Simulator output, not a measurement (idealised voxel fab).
A process module follows: voxel capacitor over wiring.
Cross-sectional view cut (width: 175 nm; square cell size: 5 nm).
Reading order for cross-sections: top band down to bottom band. Underlying form: a grid of square cells. Band size: one or more rows of cells.
Per band: top height and bottom height in nm, followed by the left-to-right materials and their widths in nm; "throughout" marks a single material spanning edge to edge, "blank" marks empty space.
Below 0: as-received wafer, all one material; heights counted from there. Lowest band: no bottom, goes on down, written "0..down".
The two numbers in a width such as "30..40" mark its ends across the band: the first belongs to the top row of cells, the second to the bottom row, and from each row to the next the width moves by the same amount.
"nothing changed", as given for a step, is the statement that not any cell of the cross-section underwent a change during that step.
This entry, "Non-vented voids", enumerates those empty regions of no fewer than 8 cells that possess no open connection to the top. Each region is reported in the form width x height at distance, the distance being taken from the left edge, with all three quantities expressed in nm.
Post-settings text on a step line: simulator's own remark regarding the step.
overlay nm: for a step with a mask, the amount by which the mask lay right of where it was planned; a negative amount means left of it.
[Planned step list for the process]
1,RECEIVE [material Si]
2,CONFORMAL_DEP [material SiO2] [thk nm 10]
3,DIRECTIONAL_DEP [material TiN] [thk nm 5]
4,DIRECTIONAL_DEP [material Ru] [thk nm 20]
5,DIRECTIONAL_DEP [material aC] [thk nm 15]
6,PATTERN [tone cover] [mask id METAL_1] [material resist] [width nm 25] [pitch nm 75] [thk nm 30] [overlay nm 0]
7,DIRECTIONAL_ETCH [etch materials aC] [depth nm 15]
8,STRIP [etch materials resist]
9,DIRECTIONAL_ETCH [etch materials Ru] [depth nm 20]
10,DIRECTIONAL_ETCH [etch materials TiN] [depth nm 5]
11,STRIP [etch materials aC]
12,FILL_DEP [material lowk] [thk nm 10]
13,CMP [height nm 35]
14,CONFORMAL_DEP [material SiCN] [thk nm 5]
15,DIRECTIONAL_DEP [material SiO2] [thk nm 20]
16,DIRECTIONAL_DEP [material aC] [thk nm 10]
17,PATTERN [tone open] [mask id PLUG_1] [material resist] [width nm 15] [thk nm 25] [overlay nm 0]
18,DIRECTIONAL_ETCH [etch materials aC] [depth nm 10]
19,STRIP [etch materials resist]
20,DIRECTIONAL_ETCH [etch materials SiO2] [depth nm 20]
21,DIRECTIONAL_ETCH [etch materials SiCN] [depth nm 5]
22,STRIP [etch materials aC]
23,EPI [material Ru] [thk nm 10]
24,EPI [material Ru] [thk nm 10]
25,EPI [material Ru] [thk nm 5]
26,DIRECTIONAL_DEP [material TiN] [thk nm 10]
27,DIRECTIONAL_DEP [material SiN] [thk nm 5]
28,DIRECTIONAL_DEP [material TiN] [thk nm 5]
29,PATTERN [tone cover] [mask id UPPER_PLATE] [material resist] [width nm 55] [thk nm 15] [overlay nm 0]
30,DIRECTIONAL_ETCH [etch materials TiN] [depth nm 5]
31,DIRECTIONAL_ETCH [etch materials SiN] [depth nm 5]
32,STRIP [etch materials resist]
33,MASKED_ETCH [tone cover] [mask id LOWER_PLATE] [width nm 55] [etch materials TiN] [depth nm 10] [overlay nm 0]
34,FILL_DEP [material SiO2] [thk nm 20]
35,CMP [height nm 95]
36,DIRECTIONAL_DEP [material aC] [thk nm 10]
37,PATTERN [tone open] [mask id PLUG_2] [material resist] [width nm 15] [thk nm 30] [overlay nm 0]
38,DIRECTIONAL_ETCH [etch materials aC] [depth nm 10]
39,STRIP [etch materials resist]
40,DIRECTIONAL_ETCH [etch materials SiO2] [depth nm 15]
41,STRIP [etch materials aC]
42,CONFORMAL_DEP [material TiN] [thk nm 5]
43,FILL_DEP [material Cu] [thk nm 5]
44,CMP [height nm 95]
45,CONFORMAL_DEP [material SiN] [thk nm 5]
What sets these wafers apart? The width nm at step 33. They all start alike, and the plan carries the first wafer's value.
[This is how the first of several wafers looked in cross-section when it arrived, which is after step 1]
	0..down | Si throughout
	Non-vented voids: none
[Module finished, last step 45 done: cross-section of the first of several wafers]
	100..95 | SiN throughout
	95..85 | SiO2 (55) / TiN (5) / Cu (5) / TiN (5) / SiO2 (105)
	85..75 | SiO2 (55..45) / TiN (15..55) / SiO2 (105..75)
	75..70 | SiO2 (45) / SiN (55) / SiO2 (75)
	70..60 | SiO2 (45) / TiN (55) / SiO2 (75)
	60..40 | SiO2 (45) / Ru (15) / SiO2 (115)
	40..35 | SiCN (45) / Ru (15) / SiCN (115)
	35..15 | lowk (35) / Ru (25) / lowk (50) / Ru (25) / lowk (40)
	15..10 | lowk (35) / TiN (25) / lowk (50) / TiN (25) / lowk (40)
	10..0 | SiO2 throughout
	0..down | Si throughout
	Non-vented voids: none
[Last wafer, end of module, cross-section]
	100..95 | SiN throughout
	95..85 | SiO2 (55) / TiN (5) / Cu (5) / TiN (5) / SiO2 (105)
	85..75 | SiO2 (55..45) / TiN (15..55) / SiO2 (105..75)
	75..70 | SiO2 (45) / SiN (55) / SiO2 (75)
	70..60 | SiO2 (35) / TiN (80) / SiO2 (60)
	60..40 | SiO2 (45) / Ru (15) / SiO2 (115)
	40..35 | SiCN (45) / Ru (15) / SiCN (115)
	35..15 | lowk (35) / Ru (25) / lowk (50) / Ru (25) / lowk (40)
	15..10 | lowk (35) / TiN (25) / lowk (50) / TiN (25) / lowk (40)
	10..0 | SiO2 throughout
	0..down | Si throughout
	Non-vented voids: none
[End of module, by wafer: material-by-material cell gain (+) or loss (-) since receipt, then closed voids]
width nm 55 | +2 Cu | +55 Ru | +32 SiCN | +46 SiN | +390 SiO2 | +50 TiN | +125 lowk | Non-vented voids: none
width nm 60 | +2 Cu | +55 Ru | +32 SiCN | +46 SiN | +388 SiO2 | +52 TiN | +125 lowk | Non-vented voids: none
width nm 65 | +2 Cu | +55 Ru | +32 SiCN | +46 SiN | +386 SiO2 | +54 TiN | +125 lowk | Non-vented voids: none
width nm 70 | +2 Cu | +55 Ru | +32 SiCN | +46 SiN | +384 SiO2 | +56 TiN | +125 lowk | Non-vented voids: none
width nm 75 | +2 Cu | +55 Ru | +32 SiCN | +46 SiN | +382 SiO2 | +58 TiN | +125 lowk | Non-vented voids: none
width nm 80 | +2 Cu | +55 Ru | +32 SiCN | +46 SiN | +380 SiO2 | +60 TiN | +125 lowk | Non-vented voids: none
